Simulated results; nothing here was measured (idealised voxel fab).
A process module follows: voxel gate over fins.
We display cut, a cross-section 275 nm in width whose square cells are each 5 nm.
Think of the cross-section as a grid of square cells. We describe it in bands, top to bottom, and each band covers one or more rows of those cells.
Within each band entry, the heights of the top and of the bottom of the band appear first, in that order and in nm; the materials of the band then follow from left to right, each with its corresponding width in nm. The designation "everywhere" on a single material indicates that it fills the band from edge to edge; the designation "empty" indicates empty space.
Heights are measured from 0, the level below which the as-received wafer is all one material; the lowest band has no bottom and continues downward, written as in "top 0, no bottom".
Think of "30..40" as a width that walks from the first number to the second as you go down the band, top row to bottom row, taking equal-sized steps from row to row.
When a step is marked "changes: none", none of the cells in the cross-section changed during that step.
The entry titled "Closed void catalog" provides the empty spaces that have no open way to the top, restricted to those of 8 cells or more. Each is presented as width x height at distance, the distance being measured from the left edge, with all three in nm.
Post-settings text on a step line: simulator's own remark regarding the step.
Steps that use a mask can have "overlay nm" on their line. It says how far the mask sat to the right of where it was meant to be. Negative means to the left.

## Here's what the planned process steps look like
- 1: RECEIVE (material Si)
- 2: CONFORMAL_DEP (material SiN; thk nm 10)
- 3: DIRECTIONAL_DEP (material aC; thk nm 10)
- 4: PATTERN (tone cover; mask id FINS; material resist; width nm 15; pitch nm 55; thk nm 30; overlay nm 0)
- 5: DIRECTIONAL_ETCH (etch materials aC; depth nm 10)
- 6: STRIP (etch materials resist)
- 7: DIRECTIONAL_ETCH (etch materials SiN; depth nm 10)
- 8: DIRECTIONAL_ETCH (etch materials Si; depth nm 40)
- 9: STRIP (etch materials aC)
- 10: FILL_DEP (material SiO2; thk nm 10)
- 11: CMP (height nm 10)
- 12: PATTERN (tone open; mask id RAIL; material resist; width nm 15; thk nm 20; overlay nm 0)
- 13: DIRECTIONAL_ETCH (etch materials SiO2; depth nm 45)
- 14: STRIP (etch materials resist)
- 15: CONFORMAL_DEP (material TiN; thk nm 5)
- 16: FILL_DEP (material W; thk nm 5)
- 17: CMP (height nm 10)
- 18: SELECTIVE_ETCH (etch materials W Ru TiN; depth nm 30)
- 19: FILL_DEP (material SiO2; thk nm 5)
- 20: CMP (height nm 10)
- 21: SELECTIVE_ETCH (etch materials SiO2; depth nm 25)
- 22: STRIP (etch materials SiN)
- 23: CONFORMAL_DEP (material HfO2; thk nm 5)
- 24: CONFORMAL_DEP (material TiN; thk nm 5)
- 25: FILL_DEP (material W; thk nm 15)
- 26: CMP (height nm 20)
- 27: CONFORMAL_DEP (material SiCN; thk nm 5)

## The following pertains to the first of two wafers, which was processed as planned

## This is the cross-section of the wafer as we received it, i.e. after step 1
* top 0, no bottom  Si everywhere
* Closed void catalog: none

## Upon completion of step 2, the wafer appears in cross-section as shown
* top 10, bottom 0  SiN everywhere
* Heights below 0 show no change.

## Upon completion of step 3, the wafer appears in cross-section as shown
* top 20, bottom 10  aC everywhere
* Heights below 10 show no change.

## Upon completion of step 4, the wafer appears in cross-section as shown
* top 50, bottom 20  75 empty; 15 resist; 40 empty; 15 resist; 40 empty; 15 resist; 75 empty
* Heights below 20 show no change.

## Upon completion of step 5, the wafer appears in cross-section as shown
* top 40, bottom 20  75 empty; 15 resist; 40 empty; 15 resist; 40 empty; 15 resist; 75 empty
* top 20, bottom 10  75 empty; 15 aC; 40 empty; 15 aC; 40 empty; 15 aC; 75 empty
* Heights below 10 show no change.

## Upon completion of step 6, the wafer appears in cross-section as shown
* top 20, bottom 10  75 empty; 15 aC; 40 empty; 15 aC; 40 empty; 15 aC; 75 empty
* Heights below 10 show no change.

## Upon completion of step 7, the wafer appears in cross-section as shown
* top 20, bottom 10  75 empty; 15 aC; 40 empty; 15 aC; 40 empty; 15 aC; 75 empty
* top 10, bottom 0  75 empty; 15 SiN; 40 empty; 15 SiN; 40 empty; 15 SiN; 75 empty
* Heights below 0 show no change.

## Upon completion of step 8, the wafer appears in cross-section as shown
* top 20, bottom 10  75 empty; 15 aC; 40 empty; 15 aC; 40 empty; 15 aC; 75 empty
* top 10, bottom 0  75 empty; 15 SiN; 40 empty; 15 SiN; 40 empty; 15 SiN; 75 empty
* top 0, bottom -40  75 empty; 15 Si; 40 empty; 15 Si; 40 empty; 15 Si; 75 empty
* Heights below -40 show no change.

## Upon completion of step 9, the wafer appears in cross-section as shown
* top 10, bottom 0  75 empty; 15 SiN; 40 empty; 15 SiN; 40 empty; 15 SiN; 75 empty
* Heights below 0 show no change.

## Upon completion of step 10, the wafer appears in cross-section as shown
* top 20, bottom 10  SiO2 everywhere
* top 10, bottom 0  75 SiO2; 15 SiN; 40 SiO2; 15 SiN; 40 SiO2; 15 SiN; 75 SiO2
* top 0, bottom -40  75 SiO2; 15 Si; 40 SiO2; 15 Si; 40 SiO2; 15 Si; 75 SiO2
* Heights below -40 show no change.

## Upon completion of step 11, the wafer appears in cross-section as shown
* top 10, bottom 0  75 SiO2; 15 SiN; 40 SiO2; 15 SiN; 40 SiO2; 15 SiN; 75 SiO2
* Heights below 0 show no change.

## Upon completion of step 12, the wafer appears in cross-section as shown
* top 30, bottom 10  100 resist; 15 empty; 160 resist
* Heights below 10 show no change.

## Upon completion of step 13, the wafer appears in cross-section as shown
* top 30, bottom 10  100 resist; 15 empty; 160 resist
* top 10, bottom 0  75 SiO2; 15 SiN; 10 SiO2; 15 empty; 15 SiO2; 15 SiN; 40 SiO2; 15 SiN; 75 SiO2
* top 0, bottom -35  75 SiO2; 15 Si; 10 SiO2; 15 empty; 15 SiO2; 15 Si; 40 SiO2; 15 Si; 75 SiO2
* Heights below -35 show no change.

## Upon completion of step 14, the wafer appears in cross-section as shown
* top 10, bottom 0  75 SiO2; 15 SiN; 10 SiO2; 15 empty; 15 SiO2; 15 SiN; 40 SiO2; 15 SiN; 75 SiO2
* Heights below 0 show no change.

## Upon completion of step 15, the wafer appears in cross-section as shown
* top 15, bottom 10  105 TiN; 5 empty; 165 TiN
* top 10, bottom 0  75 SiO2; 15 SiN; 10 SiO2; 5 TiN; 5 empty; 5 TiN; 15 SiO2; 15 SiN; 40 SiO2; 15 SiN; 75 SiO2
* top 0, bottom -30  75 SiO2; 15 Si; 10 SiO2; 5 TiN; 5 empty; 5 TiN; 15 SiO2; 15 Si; 40 SiO2; 15 Si; 75 SiO2
* top -30, bottom -35  75 SiO2; 15 Si; 10 SiO2; 15 TiN; 15 SiO2; 15 Si; 40 SiO2; 15 Si; 75 SiO2
* Heights below -35 show no change.

## Upon completion of step 16, the wafer appears in cross-section as shown
* top 20, bottom 15  W everywhere
* top 15, bottom 10  105 TiN; 5 W; 165 TiN
* top 10, bottom 0  75 SiO2; 15 SiN; 10 SiO2; 5 TiN; 5 W; 5 TiN; 15 SiO2; 15 SiN; 40 SiO2; 15 SiN; 75 SiO2
* top 0, bottom -30  75 SiO2; 15 Si; 10 SiO2; 5 TiN; 5 W; 5 TiN; 15 SiO2; 15 Si; 40 SiO2; 15 Si; 75 SiO2
* Heights below -30 show no change.

## Upon completion of step 17, the wafer appears in cross-section as shown
* top 10, bottom 0  75 SiO2; 15 SiN; 10 SiO2; 5 TiN; 5 W; 5 TiN; 15 SiO2; 15 SiN; 40 SiO2; 15 SiN; 75 SiO2
* Heights below 0 show no change.

## Upon completion of step 18, the wafer appears in cross-section as shown
* top 10, bottom 0  75 SiO2; 15 SiN; 10 SiO2; 15 empty; 15 SiO2; 15 SiN; 40 SiO2; 15 SiN; 75 SiO2
* top 0, bottom -20  75 SiO2; 15 Si; 10 SiO2; 15 empty; 15 SiO2; 15 Si; 40 SiO2; 15 Si; 75 SiO2
* Heights below -20 show no change.

## Upon completion of step 19, the wafer appears in cross-section as shown
* top 15, bottom 10  SiO2 everywhere
* top 10, bottom 0  75 SiO2; 15 SiN; 40 SiO2; 15 SiN; 40 SiO2; 15 SiN; 75 SiO2
* top 0, bottom -20  75 SiO2; 15 Si; 40 SiO2; 15 Si; 40 SiO2; 15 Si; 75 SiO2
* Heights below -20 show no change.

## Upon completion of step 20, the wafer appears in cross-section as shown
* top 10, bottom 0  75 SiO2; 15 SiN; 40 SiO2; 15 SiN; 40 SiO2; 15 SiN; 75 SiO2
* Heights below 0 show no change.

## Upon completion of step 21, the wafer appears in cross-section as shown
* top 10, bottom 0  75 empty; 15 SiN; 40 empty; 15 SiN; 40 empty; 15 SiN; 75 empty
* top 0, bottom -15  75 empty; 15 Si; 40 empty; 15 Si; 40 empty; 15 Si; 75 empty
* Heights below -15 show no change.

## Upon completion of step 22, the wafer appears in cross-section as shown
* top 0, bottom -15  75 empty; 15 Si; 40 empty; 15 Si; 40 empty; 15 Si; 75 empty
* Heights below -15 show no change.

## Upon completion of step 23, the wafer appears in cross-section as shown
* top 5, bottom 0  70 empty; 25 HfO2; 30 empty; 25 HfO2; 30 empty; 25 HfO2; 70 empty
* top 0, bottom -10  70 empty; 5 HfO2; 15 Si; 5 HfO2; 30 empty; 5 HfO2; 15 Si; 5 HfO2; 30 empty; 5 HfO2; 15 Si; 5 HfO2; 70 empty
* top -10, bottom -15  75 HfO2; 15 Si; 40 HfO2; 15 Si; 40 HfO2; 15 Si; 75 HfO2
* Heights below -15 show no change.

## Upon completion of step 24, the wafer appears in cross-section as shown
* top 10, bottom 5  65 empty; 35 TiN; 20 empty; 35 TiN; 20 empty; 35 TiN; 65 empty
* top 5, bottom 0  65 empty; 5 TiN; 25 HfO2; 5 TiN; 20 empty; 5 TiN; 25 HfO2; 5 TiN; 20 empty; 5 TiN; 25 HfO2; 5 TiN; 65 empty
* top 0, bottom -5  65 empty; 5 TiN; 5 HfO2; 15 Si; 5 HfO2; 5 TiN; 20 empty; 5 TiN; 5 HfO2; 15 Si; 5 HfO2; 5 TiN; 20 empty; 5 TiN; 5 HfO2; 15 Si; 5 HfO2; 5 TiN; 65 empty
* top -5, bottom -10  70 TiN; 5 HfO2; 15 Si; 5 HfO2; 30 TiN; 5 HfO2; 15 Si; 5 HfO2; 30 TiN; 5 HfO2; 15 Si; 5 HfO2; 70 TiN
* Heights below -10 show no change.

## Upon completion of step 25, the wafer appears in cross-section as shown
* top 25, bottom 10  W everywhere
* top 10, bottom 5  65 W; 35 TiN; 20 W; 35 TiN; 20 W; 35 TiN; 65 W
* top 5, bottom 0  65 W; 5 TiN; 25 HfO2; 5 TiN; 20 W; 5 TiN; 25 HfO2; 5 TiN; 20 W; 5 TiN; 25 HfO2; 5 TiN; 65 W
* top 0, bottom -5  65 W; 5 TiN; 5 HfO2; 15 Si; 5 HfO2; 5 TiN; 20 W; 5 TiN; 5 HfO2; 15 Si; 5 HfO2; 5 TiN; 20 W; 5 TiN; 5 HfO2; 15 Si; 5 HfO2; 5 TiN; 65 W
* Heights below -5 show no change.

## Upon completion of step 26, the wafer appears in cross-section as shown
* top 20, bottom 10  W everywhere
* Heights below 10 show no change.

## Upon completion of step 27, the wafer appears in cross-section as shown
* top 25, bottom 20  SiCN everywhere
* Heights below 20 show no change.

## Wafer two of two - same starting point, same process plan, one mistake in execution; matches wafer one up to and including step 20

## At the planned end of step 21, the second wafer in cross-section
* top 10, bottom 0  75 empty; 15 SiN; 40 empty; 15 SiN; 40 empty; 15 SiN; 75 empty
* top 0, bottom -20  75 empty; 15 Si; 40 empty; 15 Si; 40 empty; 15 Si; 75 empty
* top -20, bottom -30  75 empty; 15 Si; 10 empty; 5 TiN; 5 W; 5 TiN; 15 empty; 15 Si; 40 empty; 15 Si; 75 empty
* top -30, bottom -35  75 empty; 15 Si; 10 empty; 15 TiN; 15 empty; 15 Si; 40 empty; 15 Si; 75 empty
* top -35, bottom -40  75 empty; 15 Si; 15 empty; 5 SiO2; 20 empty; 15 Si; 40 empty; 15 Si; 75 empty
* Heights below -40 show no change.

## At the planned end of step 22, the second wafer in cross-section
* top 0, bottom -20  75 empty; 15 Si; 40 empty; 15 Si; 40 empty; 15 Si; 75 empty
* Heights below -20 show no change.

## At the planned end of step 23, the second wafer in cross-section
* top 5, bottom 0  70 empty; 25 HfO2; 30 empty; 25 HfO2; 30 empty; 25 HfO2; 70 empty
* top 0, bottom -15  70 empty; 5 HfO2; 15 Si; 5 HfO2; 30 empty; 5 HfO2; 15 Si; 5 HfO2; 30 empty; 5 HfO2; 15 Si; 5 HfO2; 70 empty
* top -15, bottom -20  70 empty; 5 HfO2; 15 Si; 30 HfO2; 5 empty; 5 HfO2; 15 Si; 5 HfO2; 30 empty; 5 HfO2; 15 Si; 5 HfO2; 70 empty
* top -20, bottom -30  70 empty; 5 HfO2; 15 Si; 10 HfO2; 5 TiN; 5 W; 5 TiN; 5 HfO2; 5 empty; 5 HfO2; 15 Si; 5 HfO2; 30 empty; 5 HfO2; 15 Si; 5 HfO2; 70 empty
* top -30, bottom -35  70 empty; 5 HfO2; 15 Si; 10 HfO2; 15 TiN; 5 HfO2; 5 empty; 5 HfO2; 15 Si; 5 HfO2; 30 empty; 5 HfO2; 15 Si; 5 HfO2; 70 empty
* top -35, bottom -40  75 HfO2; 15 Si; 15 HfO2; 5 SiO2; 20 HfO2; 15 Si; 40 HfO2; 15 Si; 75 HfO2
* Heights below -40 show no change.

## At the planned end of step 24, the second wafer in cross-section
* top 10, bottom 5  65 empty; 35 TiN; 20 empty; 35 TiN; 20 empty; 35 TiN; 65 empty
* top 5, bottom 0  65 empty; 5 TiN; 25 HfO2; 5 TiN; 20 empty; 5 TiN; 25 HfO2; 5 TiN; 20 empty; 5 TiN; 25 HfO2; 5 TiN; 65 empty
* top 0, bottom -10  65 empty; 5 TiN; 5 HfO2; 15 Si; 5 HfO2; 5 TiN; 20 empty; 5 TiN; 5 HfO2; 15 Si; 5 HfO2; 5 TiN; 20 empty; 5 TiN; 5 HfO2; 15 Si; 5 HfO2; 5 TiN; 65 empty
* top -10, bottom -20  65 empty; 5 TiN; 5 HfO2; 15 Si; 5..30 HfO2; 30..5 TiN; 5 HfO2; 15 Si; 5 HfO2; 5 TiN; 20 empty; 5 TiN; 5 HfO2; 15 Si; 5 HfO2; 5 TiN; 65 empty
* top -20, bottom -30  65 empty; 5 TiN; 5 HfO2; 15 Si; 10 HfO2; 5 TiN; 5 W; 5 TiN; 5 HfO2; 5 TiN; 5 HfO2; 15 Si; 5 HfO2; 5 TiN; 20 empty; 5 TiN; 5 HfO2; 15 Si; 5 HfO2; 5 TiN; 65 empty
* top -30, bottom -35  70 TiN; 5 HfO2; 15 Si; 10 HfO2; 15 TiN; 5 HfO2; 5 TiN; 5 HfO2; 15 Si; 5 HfO2; 30 TiN; 5 HfO2; 15 Si; 5 HfO2; 70 TiN
* Heights below -35 show no change.

## At the planned end of step 25, the second wafer in cross-section
* top 25, bottom 10  W everywhere
* top 10, bottom 5  65 W; 35 TiN; 20 W; 35 TiN; 20 W; 35 TiN; 65 W
* top 5, bottom 0  65 W; 5 TiN; 25 HfO2; 5 TiN; 20 W; 5 TiN; 25 HfO2; 5 TiN; 20 W; 5 TiN; 25 HfO2; 5 TiN; 65 W
* top 0, bottom -10  65 W; 5 TiN; 5 HfO2; 15 Si; 5 HfO2; 5 TiN; 20 W; 5 TiN; 5 HfO2; 15 Si; 5 HfO2; 5 TiN; 20 W; 5 TiN; 5 HfO2; 15 Si; 5 HfO2; 5 TiN; 65 W
* top -10, bottom -20  65 W; 5 TiN; 5 HfO2; 15 Si; 5..30 HfO2; 30..5 TiN; 5 HfO2; 15 Si; 5 HfO2; 5 TiN; 20 W; 5 TiN; 5 HfO2; 15 Si; 5 HfO2; 5 TiN; 65 W
* top -20, bottom -30  65 W; 5 TiN; 5 HfO2; 15 Si; 10 HfO2; 5 TiN; 5 W; 5 TiN; 5 HfO2; 5 TiN; 5 HfO2; 15 Si; 5 HfO2; 5 TiN; 20 W; 5 TiN; 5 HfO2; 15 Si; 5 HfO2; 5 TiN; 65 W
* Heights below -30 show no change.

## At the planned end of step 26, the second wafer in cross-section
* top 20, bottom 10  W everywhere
* Heights below 10 show no change.

## At the planned end of step 27, the second wafer in cross-section
* top 25, bottom 20  SiCN everywhere
* Heights below 20 show no change.
Where did the run depart from the plan? execution of plan step 21 occurred twice
Looking at both finished wafers in cells, the second ends up ahead of or behind the first on some materials: 40 more of HfO2, 220 fewer of SiO2, 26 more of TiN, 154 more of W
